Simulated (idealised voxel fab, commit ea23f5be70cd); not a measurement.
Herein follows the process module entitled voxel double patterning.
The cross-section shown here is cut; it is 220 nm wide and divided into square cells measuring 5 nm on a side.
Cross-sections here: square-cell grids, written as top-down lists of bands, a band being one or more rows of cells.
It is stipulated that each band's entry specify, in nanometres, the height of the top of the band and then that of its bottom, followed by the materials of the band in left-to-right sequence, each together with its width in nanometres. A single material marked by the word "edge to edge" is understood to fill the band from edge to edge; the word "air" is understood to denote empty space.
Note: height 0 marks the level under which the wafer is uniformly one material as received. Lowest band unbounded below, written "0 -> down".
The width entry "30->40" should be interpreted row by row: the top row of cells in the band takes the first number, the bottom row takes the second number, and the change between adjacent rows is uniform throughout.
Given "no modifications" for a step, no cell of the cross-section differs between before and after that step.
"Sealed void inventory": sealed empty spaces, 8 cells or more, no open way to top, listed width x height at distance, with distance from the left edge and width, height and distance in nm.
On each step's line, the part that comes after the settings is the simulator's own comment on the step.
The "overlay nm" setting may appear on a step's line; for a step that uses a mask, it gives how far to the right of its planned position the mask lay, and a negative value indicates the left.
The process steps that were planned are listed below
- 1: RECEIVE,material Si
- 2: CONFORMAL_DEP,material SiO2,thk nm 10
- 3: DIRECTIONAL_DEP,material TiN,thk nm 20
- 4: DIRECTIONAL_DEP,material SiN,thk nm 10
- 5: PATTERN,tone open,mask id FIRST,material resist,width nm 15,pitch nm 50,thk nm 15,overlay nm 0
- 6: DIRECTIONAL_ETCH,etch materials SiN,depth nm 10
- 7: STRIP,etch materials resist
- 8: DIRECTIONAL_DEP,material aC,thk nm 15
- 9: PATTERN,tone open,mask id SECOND,material resist,width nm 15,thk nm 35,overlay nm 0
- 10: DIRECTIONAL_ETCH,etch materials aC,depth nm 15
- 11: STRIP,etch materials resist
- 12: DIRECTIONAL_ETCH,etch materials SiN,depth nm 10
- 13: STRIP,etch materials aC
- 14: DIRECTIONAL_ETCH,etch materials TiN,depth nm 20
- 15: STRIP,etch materials SiN
Every wafer here starts from the same state; it is the step 9 width nm that distinguishes them, and the value the plan gives belongs to the first wafer.
As-received state after step 1, first of several wafers, cross-section
* 0 -> down = Si edge to edge
* Sealed void inventory: none
Take any row and you have a wafer at the end of the module: how many cells of each material it has gained (+) or lost (-) since it was received, and then its closed voids
width nm 15 | +88 SiO2 | +140 TiN | Sealed void inventory: none
width nm 20 | +88 SiO2 | +136 TiN | Sealed void inventory: none
width nm 25 | +88 SiO2 | +132 TiN | Sealed void inventory: none
width nm 30 | +88 SiO2 | +128 TiN | Sealed void inventory: none
